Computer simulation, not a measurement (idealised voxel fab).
Process module name: voxel self aligned vias
It is cross-section cut that appears here, measuring 250 nm in width, its square cells being 5 nm in size.
How to read a cross-section here: the picture is a grid of square cells, written as bands going from the top down, and any band can span one or more rows of cells. Top height, bottom height, nm. Materials left to right, width each, nm. Single material + "edge to edge" = fills band edge to edge. "empty" = empty. Zero point of the height axis is 0; under it, received wafer = one material. Lowest band: continues down indefinitely, "0 nm and below". Graded width ("30 to 40"): value in top row of band = first number; value in bottom row = second number; row-to-row change constant. Step marked "no alteration"? Then no cell in the cross-section changed in it. The entry "Sealed void inventory" lists the empty spaces that cover at least 8 cells and have no open path to the top. Each is written as width x height at distance, where the distance is measured from the left edge and all three values are in nm. On each step's line, the part that comes after the settings is the simulator's own comment on the step. overlay nm: for a step with a mask, the amount by which the mask lay right of where it was planned; a negative amount means left of it.
[Process steps (planned)]
1 RECEIVE (material Si)
2 CONFORMAL_DEP (material SiO2; thk nm 15)
3 CONFORMAL_DEP (material SiCN; thk nm 5)
4 DIRECTIONAL_DEP (material SiO2; thk nm 30)
5 PATTERN (tone open; mask id LINES; material resist; width nm 30; pitch nm 65; thk nm 15; overlay nm 0)
6 DIRECTIONAL_ETCH (etch materials SiO2; depth nm 30)
7 STRIP (etch materials resist)
8 CONFORMAL_DEP (material TiN; thk nm 5)
9 FILL_DEP (material Ru; thk nm 5)
10 CMP (height nm 50)
11 SELECTIVE_ETCH (etch materials W Ru TiN; depth nm 5)
12 FILL_DEP (material SiN; thk nm 10)
13 CMP (height nm 50)
14 DIRECTIONAL_DEP (material SiO2; thk nm 15)
15 MASKED_ETCH (tone open; mask id VIAS; width nm 50; pitch nm 65; etch materials SiO2; depth nm 15; overlay nm 0)
16 MASKED_ETCH (tone open; mask id VIAS; width nm 50; pitch nm 65; etch materials SiN; depth nm 5; overlay nm 0)
17 CONFORMAL_DEP (material TiN; thk nm 5)
18 FILL_DEP (material W; thk nm 10)
19 CMP (height nm 65)
20 CONFORMAL_DEP (material SiN; thk nm 5)
[Here's what the wafer looked like in cross-section when it arrived - that's after step 1]
* 0 nm and below = Si edge to edge
* Sealed void inventory: none
[Looking at the first of two wafers in cross-section at end of module - ran to plan]
* 70 nm to 65 nm = SiN edge to edge
* 65 nm to 55 nm = 65 nm SiO2, then 5 nm TiN, then 40 nm W, then 5 nm TiN, then 15 nm SiO2, then 5 nm TiN, then 40 nm W, then 5 nm TiN, then 70 nm SiO2
* 55 nm to 50 nm = 65 nm SiO2, then 15 nm TiN, then 20 nm W, then 15 nm TiN, then 15 nm SiO2, then 15 nm TiN, then 20 nm W, then 15 nm TiN, then 70 nm SiO2
* 50 nm to 45 nm = 75 nm SiO2, then 30 nm TiN, then 35 nm SiO2, then 30 nm TiN, then 80 nm SiO2
* 45 nm to 25 nm = 75 nm SiO2, then 5 nm TiN, then 20 nm Ru, then 5 nm TiN, then 35 nm SiO2, then 5 nm TiN, then 20 nm Ru, then 5 nm TiN, then 80 nm SiO2
* 25 nm to 20 nm = 75 nm SiO2, then 30 nm TiN, then 35 nm SiO2, then 30 nm TiN, then 80 nm SiO2
* 20 nm to 15 nm = SiCN edge to edge
* 15 nm to 0 nm = SiO2 edge to edge
* 0 nm and below = Si edge to edge
* Sealed void inventory: none
[Here is the second of the two wafers cut open at the end of the module - same start, same plan as the first one, but we made one mistake running it]
* 70 nm to 65 nm = SiN edge to edge
* 65 nm to 55 nm = 65 nm SiO2, then 5 nm TiN, then 40 nm W, then 5 nm TiN, then 15 nm SiO2, then 5 nm TiN, then 40 nm W, then 5 nm TiN, then 70 nm SiO2
* 55 nm to 50 nm = 65 nm SiO2, then 50 nm TiN, then 15 nm SiO2, then 50 nm TiN, then 70 nm SiO2
* 50 nm to 45 nm = SiCN edge to edge
* 45 nm to 0 nm = SiO2 edge to edge
* 0 nm and below = Si edge to edge
* Sealed void inventory: none
Plan not followed: sequence error: steps 3 and 4 interchanged
Cell-count delta at end, second wafer over first, by material: Ru: 32 fewer | SiO2: 72 more | TiN: 32 fewer | W: 8 fewer
